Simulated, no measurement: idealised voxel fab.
A process module follows: voxel spacer lines.
Section shown: cut. Width: 275 nm. Cell size: 5 nm, square.
How to read a cross-section here: the picture is a grid of square cells, written as bands going from the top down, and any band can span one or more rows of cells. Per band: top height and bottom height in nm, followed by the left-to-right materials and their widths in nm; "all across" marks a single material spanning edge to edge, "air" marks empty space. Heads up on the height convention: 0 is the point under which the incoming wafer is all one material, and the lowest band has no bottom, it just keeps going down, like "0 down". The notation "30->40" denotes a width that varies across the rows of cells in the band, beginning at the first number in the top row, finishing at the second number in the bottom row, and changing by an identical amount from each row to the next. "no change" -> step changed no cross-section cell. "Closed void catalog" enumerates empty spaces isolated from the top, with no open way to it, that contain at least 8 cells, giving each as width x height at distance from the left edge, all three in nm. Text after the settings on a step's line: the simulator's own remark on that step. Each step line may optionally specify "overlay nm", which for a step with a mask gives the rightward distance between the mask's planned place and where it lay, a negative value indicating the leftward direction.

Planned process steps:
1) RECEIVE,material Si
2) CONFORMAL_DEP,material Al2O3,thk nm 5
3) DIRECTIONAL_DEP,material polySi,thk nm 15
4) DIRECTIONAL_DEP,material aC,thk nm 20
5) PATTERN,tone cover,mask id MANDREL,material resist,width nm 15,pitch nm 50,thk nm 25,overlay nm 0
6) DIRECTIONAL_ETCH,etch materials aC,depth nm 20
7) STRIP,etch materials resist
8) CONFORMAL_DEP,material SiO2,thk nm 10
9) DIRECTIONAL_ETCH,etch materials SiO2,depth nm 10
10) STRIP,etch materials aC
11) DIRECTIONAL_ETCH,etch materials polySi,depth nm 5
12) STRIP,etch materials SiO2
Be aware that, although all wafers share a common starting state, the depth nm at step 11 differs among them, and the plan displays the first wafer's value.

Received condition of the first of several wafers, sectioned: post-step 1:
  0 down: Si all across
  Closed void catalog: none

Every row in this table is a wafer at the end of the module, and it gives, for each of the materials, the cells that wafer has gained (+) or lost (-) since it was received, then its closed voids:
depth nm 5 | +55 Al2O3 | +118 polySi | Closed void catalog: none
depth nm 10 | +55 Al2O3 | +71 polySi | Closed void catalog: none
depth nm 15 | +55 Al2O3 | +24 polySi | Closed void catalog: none
depth nm 20 | +55 Al2O3 | +24 polySi | Closed void catalog: none
depth nm 25 | +55 Al2O3 | +24 polySi | Closed void catalog: none
depth nm 30 | +55 Al2O3 | +24 polySi | Closed void catalog: none
